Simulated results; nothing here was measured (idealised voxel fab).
This section sets out a process module, namely voxel self aligned contacts.
Each square cell in cross-section cut measures 5 nm, and the section as a whole is 155 nm wide.
The cross-sections in this document take the form of a grid made of square cells. They are written out as bands, in order from top to bottom. Each band consists of one or more rows of cells.
The band entry comprises the height of the band's top followed by the height of its bottom, expressed in nm, and subsequently the band's materials from left to right, each stated together with its width in nm. Where a single material is marked with the word "all across", that material fills the band from edge to edge. The word "air" represents empty space.
Below 0: as-received wafer, all one material; heights counted from there. Lowest band: no bottom, goes on down, written "0 down".
The two numbers in a width such as "30..40" mark its ends across the band: the first belongs to the top row of cells, the second to the bottom row, and from each row to the next the width moves by the same amount.
Where a step carries "remained unchanged", the cross-section came out of it unchanged, cell for cell.
Voids not open to the top, 8 cells minimum: see "Enclosed empty spaces". Written width x height at distance; distance is from the left edge; nm.
Anything after a step's settings on that line? It's the simulator's own note about the step.
On any step carrying a mask, the "overlay nm" setting, if present on the step's line, tells how far right of its planned place the mask lay; negative values point to the left.

PROCESS STEPS FORESEEN IN THE PLAN
step 1: RECEIVE (material Si)
step 2: OXIDIZE (depth nm 5)
step 3: DIRECTIONAL_DEP (material polySi; thk nm 20)
step 4: DIRECTIONAL_DEP (material SiN; thk nm 25)
step 5: MASKED_ETCH (tone cover; mask id GATE; width nm 35; pitch nm 75; etch materials SiN; depth nm 25; overlay nm 0)
step 6: MASKED_ETCH (tone cover; mask id GATE; width nm 35; pitch nm 75; etch materials polySi; depth nm 20; overlay nm 0)
step 7: CONFORMAL_DEP (material SiN; thk nm 10)
step 8: DIRECTIONAL_ETCH (etch materials SiN; depth nm 10)
step 9: FILL_DEP (material SiO2; thk nm 15)
step 10: CMP (height nm 50)
step 11: DIRECTIONAL_DEP (material aC; thk nm 10)
step 12: PATTERN (tone open; mask id CONTACT; material resist; width nm 60; thk nm 25; overlay nm 0)
step 13: DIRECTIONAL_ETCH (etch materials aC; depth nm 10)
step 14: STRIP (etch materials resist)
step 15: DIRECTIONAL_ETCH (etch materials SiO2; depth nm 55)
step 16: STRIP (etch materials aC)
step 17: CONFORMAL_DEP (material TiN; thk nm 5)
step 18: FILL_DEP (material W; thk nm 5)
step 19: CMP (height nm 50)
step 20: CONFORMAL_DEP (material SiCN; thk nm 5)

SHOWN IN CROSS-SECTION IS THE WAFER AS RECEIVED, THAT IS, AS IT STANDS AFTER STEP 1
* 0 down | Si all across
* Enclosed empty spaces: none

AS-PLANNED RUN: CROSS-SECTION OF THE FIRST OF TWO WAFERS AT END OF MODULE
* 55 to 50 | SiCN all across
* 50 to 45 | 45 nm SiO2, 25 nm TiN, 10 nm W, 25 nm TiN, 50 nm SiO2
* 45 to 20 | 10 nm SiO2, 55 nm SiN, 5 nm TiN, 10 nm W, 5 nm TiN, 55 nm SiN, 15 nm SiO2
* 20 to 0 | 10 nm SiO2, 10 nm SiN, 35 nm polySi, 10 nm SiN, 5 nm TiN, 10 nm W, 5 nm TiN, 10 nm SiN, 35 nm polySi, 10 nm SiN, 15 nm SiO2
* 0 to -5 | 65 nm SiO2, 20 nm TiN, 70 nm SiO2
* -5 down | Si all across
* Enclosed empty spaces: none

CROSS-SECTIONAL VIEW: SECOND OF TWO WAFERS, END OF MODULE; START AND PLAN IDENTICAL TO THE FIRST, ONE MISTAKE IN RUNNING
* 55 to 50 | SiCN all across
* 50 to 45 | 40 nm SiO2, 30 nm TiN, 10 nm W, 30 nm TiN, 45 nm SiO2
* 45 to 20 | 10 nm SiO2, 55 nm SiN, 5 nm TiN, 10 nm W, 5 nm TiN, 55 nm SiN, 15 nm SiO2
* 20 to 0 | 10 nm SiO2, 10 nm SiN, 35 nm polySi, 10 nm SiN, 5 nm TiN, 10 nm W, 5 nm TiN, 10 nm SiN, 35 nm polySi, 10 nm SiN, 15 nm SiO2
* 0 to -5 | 65 nm SiO2, 20 nm TiN, 70 nm SiO2
* -5 down | Si all across
* Enclosed empty spaces: none
What was done differently from what was planned? planned and actual differ for step 12; actual: PATTERN (tone open; mask id CONTACT; material resist; width nm 70; thk nm 25; overlay nm 0)
Final tally in cells, some materials are higher or lower on the second wafer than on the first: SiO2: 2 fewer, TiN: 2 more
